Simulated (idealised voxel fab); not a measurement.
process module | voxel tone inversion
cross-section cut | 140 nm wide | cells 5 nm
A cross-section is a grid of square cells, given in bands from the top down. A band is one or more rows of cells.
Each band's line starts with the height of the band's top and of its bottom, in nm. Then come its materials from left to right, each with its width in nm. One material with "throughout" fills the band from edge to edge. "air" is empty space.
Height 0 is the level under which the wafer as received is all one material. The lowest band goes on downwards, as in "0 down".
A width such as "30 to 40" changes by the same amount from each row of cells to the next, from the band's top row to its bottom row.
"no change" after a step means that no cell of the cross-section changed.
closed voids: empty space of 8 cells or more with no open way to the top, each as width x height at its distance from the left edge, in nm
after a step's settings: what the simulator itself notes on the step
overlay nm, on a step with a mask: how far to the right of its planned place the mask lay; to the left if negative
plan
1 op RECEIVE | material Si
2 op CONFORMAL_DEP | material SiCN | thk nm 10
3 op DIRECTIONAL_DEP | material aC | thk nm 20
4 op PATTERN | tone cover | mask id POSTS | material resist | width nm 15 | pitch nm 45 | thk nm 30 | overlay nm 0
5 op DIRECTIONAL_ETCH | etch materials aC | depth nm 20
6 op STRIP | etch materials resist
7 op FILL_DEP | material lowk | thk nm 5
8 op CMP | height nm 30
9 op STRIP | etch materials aC
varied across the wafers: width nm of step 4. The plan shows the first wafer's value. All wafers start alike
first wafer as received, after step 1
  0 down: Si throughout
  closed voids: none
each wafer at the end: cells of each material gained (+) or lost (-) since it was received, then its closed voids
width nm 15 | +56 SiCN | +88 lowk | closed voids: none
width nm 20 | +56 SiCN | +80 lowk | closed voids: none
width nm 25 | +56 SiCN | +72 lowk | closed voids: none
width nm 30 | +56 SiCN | +64 lowk | closed voids: none
